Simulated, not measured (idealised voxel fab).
voxel self aligned vias: a process module
Section shown: cut. Width: 300 nm. Cell size: 5 nm, square.
We lay out every cross-section as a grid of square cells and spell it out in bands from the top down, where one band means one or more rows of cells. For a band, the entry starts with two heights in nm, that of the top and then that of the bottom, and carries on with the band's materials in order from left to right, each alongside its width in nm; the word "full width" beside a single material means it fills the band edge to edge, and "empty" means empty space. The level at which height equals 0 is the one under which the wafer, as it arrives, is entirely one material. No lower edge exists for the bottom band, which continues downward and is notated as in "0..down". Width spec "30 to 40" -> top row of cells at first value, bottom row at second value, equal per-row change in between. "left unchanged" means the step left every cell of the cross-section as it was. "Cavities, sealed" means: voids of 8 cells or more that are shut off from the top with no open way through. Written width x height at distance, distance from the left edge, in nm. Past the settings on a step's line: simulator remark, on that step. "overlay nm" answers the question of how far to the right of plan the mask lay on a step that has a mask, and when it is negative the answer is to the left.
Planned process steps
1) RECEIVE: material Si
2) CONFORMAL_DEP: material SiO2, thk nm 10
3) CONFORMAL_DEP: material SiCN, thk nm 5
4) DIRECTIONAL_DEP: material lowk, thk nm 25
5) PATTERN: tone open, mask id LINES, material resist, width nm 25, pitch nm 50, thk nm 20, overlay nm 0
6) DIRECTIONAL_ETCH: etch materials lowk, depth nm 25
7) STRIP: etch materials resist
8) CONFORMAL_DEP: material TiN, thk nm 5
9) FILL_DEP: material W, thk nm 5
10) CMP: height nm 40
11) SELECTIVE_ETCH: etch materials W Ru TiN, depth nm 5
12) FILL_DEP: material SiN, thk nm 10
13) CMP: height nm 40
14) DIRECTIONAL_DEP: material lowk, thk nm 15
15) MASKED_ETCH: tone open, mask id VIAS, width nm 35, pitch nm 50, etch materials lowk, depth nm 15, overlay nm 0
16) MASKED_ETCH: tone open, mask id VIAS, width nm 35, pitch nm 50, etch materials SiN, depth nm 5, overlay nm 0
17) CONFORMAL_DEP: material TiN, thk nm 5
18) FILL_DEP: material Cu, thk nm 10
19) CMP: height nm 55
20) CONFORMAL_DEP: material SiN, thk nm 5
Cross-section of the wafer at receipt, which is the condition after step 1
  0..down = Si full width
  Cavities, sealed: none
What the wafer looks like in cross-section after this module, when it starts as shown above and follows the plan above but one mistake is made in running it
  60..55 = SiN full width
  55..45 = lowk 105; TiN 5; Cu 25; TiN 5; lowk 15; TiN 5; Cu 25; TiN 5; lowk 110
  45..40 = lowk 105; TiN 15; Cu 5; TiN 15; lowk 15; TiN 15; Cu 5; TiN 15; lowk 110
  40..35 = lowk 115; TiN 15; lowk 35; TiN 15; lowk 120
  35..20 = lowk 115; TiN 5; W 5; TiN 5; lowk 35; TiN 5; W 5; TiN 5; lowk 120
  20..15 = lowk 115; TiN 15; lowk 35; TiN 15; lowk 120
  15..10 = SiCN full width
  10..0 = SiO2 full width
  0..down = Si full width
  Cavities, sealed: none
Where did the run depart from the plan? step 5 was processed under conditions differing from the plan, specifically as PATTERN: tone open, mask id LINES, material resist, width nm 15, pitch nm 50, thk nm 20, overlay nm 0
